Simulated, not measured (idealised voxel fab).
Title: Process Module voxel ribs on slabs
For reference, the cross-section in this document is cut, with width 200 nm and square cells of 5 nm.
Reading order for cross-sections: top band down to bottom band. Underlying form: a grid of square cells. Band size: one or more rows of cells.
For a band, the entry starts with two heights in nm, that of the top and then that of the bottom, and carries on with the band's materials in order from left to right, each alongside its width in nm; the word "everywhere" beside a single material means it fills the band edge to edge, and "blank" means empty space.
The level at which height equals 0 is the one under which the wafer, as it arrives, is entirely one material. No lower edge exists for the bottom band, which continues downward and is notated as in "from 0 down".
Read "30 to 40" as a graded width: first number on top, second number at the bottom, same change between each pair of neighbouring rows.
"changes: none" (step): cross-section cells unchanged, all of them.
"Sealed internal cavities" contains a list of empty spaces, each no smaller than 8 cells and without an open way to the top, written in the form width x height at distance with the distance from the left edge and all three in nm.
What comes after the settings on a step's line is commentary from the simulator itself on that step.
overlay nm, on a step with a mask: how far to the right of its planned place the mask lay; to the left if negative
Planned process steps:
1,RECEIVE,material Si
2,DIRECTIONAL_DEP,material SiO2,thk nm 20
3,DIRECTIONAL_DEP,material SiN,thk nm 25
4,PATTERN,tone cover,mask id RIB,material resist,width nm 20,thk nm 20,overlay nm 0
5,DIRECTIONAL_ETCH,etch materials SiN,depth nm 5
6,STRIP,etch materials resist
7,PATTERN,tone cover,mask id SLAB,material resist,width nm 80,thk nm 15,overlay nm 0
8,DIRECTIONAL_ETCH,etch materials SiN,depth nm 20
9,STRIP,etch materials resist
10,FILL_DEP,material SiO2,thk nm 30
11,CMP,height nm 65
12,DIRECTIONAL_DEP,material W,thk nm 10
13,MASKED_ETCH,tone cover,mask id HEATER,width nm 30,etch materials W,depth nm 10,overlay nm 0
14,CONFORMAL_DEP,material SiO2,thk nm 10
First wafer, two in total, run as planned:
Cross-section of the wafer as it came to us, i.e., already through step 1:
- from 0 down: Si everywhere
- Sealed internal cavities: none
How the wafer stands in section after step 2:
- from 20 to 0: SiO2 everywhere
- Below 0, no change.
How the wafer stands in section after step 3:
- from 45 to 20: SiN everywhere
- Below 20, no change.
How the wafer stands in section after step 4:
- from 65 to 45: 90 blank; 20 resist; 90 blank
- Below 45, no change.
How the wafer stands in section after step 5:
- from 65 to 45: 90 blank; 20 resist; 90 blank
- from 45 to 40: 90 blank; 20 SiN; 90 blank
- Below 40, no change.
How the wafer stands in section after step 6:
- from 45 to 40: 90 blank; 20 SiN; 90 blank
- Below 40, no change.
How the wafer stands in section after step 7:
- from 60 to 45: 60 blank; 80 resist; 60 blank
- from 45 to 40: 60 blank; 30 resist; 20 SiN; 30 resist; 60 blank
- Below 40, no change.
How the wafer stands in section after step 8:
- from 60 to 45: 60 blank; 80 resist; 60 blank
- from 45 to 40: 60 blank; 30 resist; 20 SiN; 30 resist; 60 blank
- from 40 to 20: 60 blank; 80 SiN; 60 blank
- Below 20, no change.
How the wafer stands in section after step 9:
- from 45 to 40: 90 blank; 20 SiN; 90 blank
- Below 40, no change.
How the wafer stands in section after step 10:
- from 75 to 45: SiO2 everywhere
- from 45 to 40: 90 SiO2; 20 SiN; 90 SiO2
- from 40 to 20: 60 SiO2; 80 SiN; 60 SiO2
- Below 20, no change.
How the wafer stands in section after step 11:
- from 65 to 45: SiO2 everywhere
- Below 45, no change.
How the wafer stands in section after step 12:
- from 75 to 65: W everywhere
- Below 65, no change.
How the wafer stands in section after step 13:
- from 75 to 65: 85 blank; 30 W; 85 blank
- Below 65, no change.
How the wafer stands in section after step 14:
- from 85 to 75: 75 blank; 50 SiO2; 75 blank
- from 75 to 65: 85 SiO2; 30 W; 85 SiO2
- Below 65, no change.
Wafer two of two - same starting point, same process plan, one mistake in execution; matches wafer one up to and including step 13:
Second wafer cross-section, taken as of the time the plan sets for step 14 to be done: changes: none
Short version of what went wrong: yeah, step 14 of the plan got skipped, never ran
Looking at both finished wafers in cells, the second ends up ahead of or behind the first on some materials: -88 SiO2
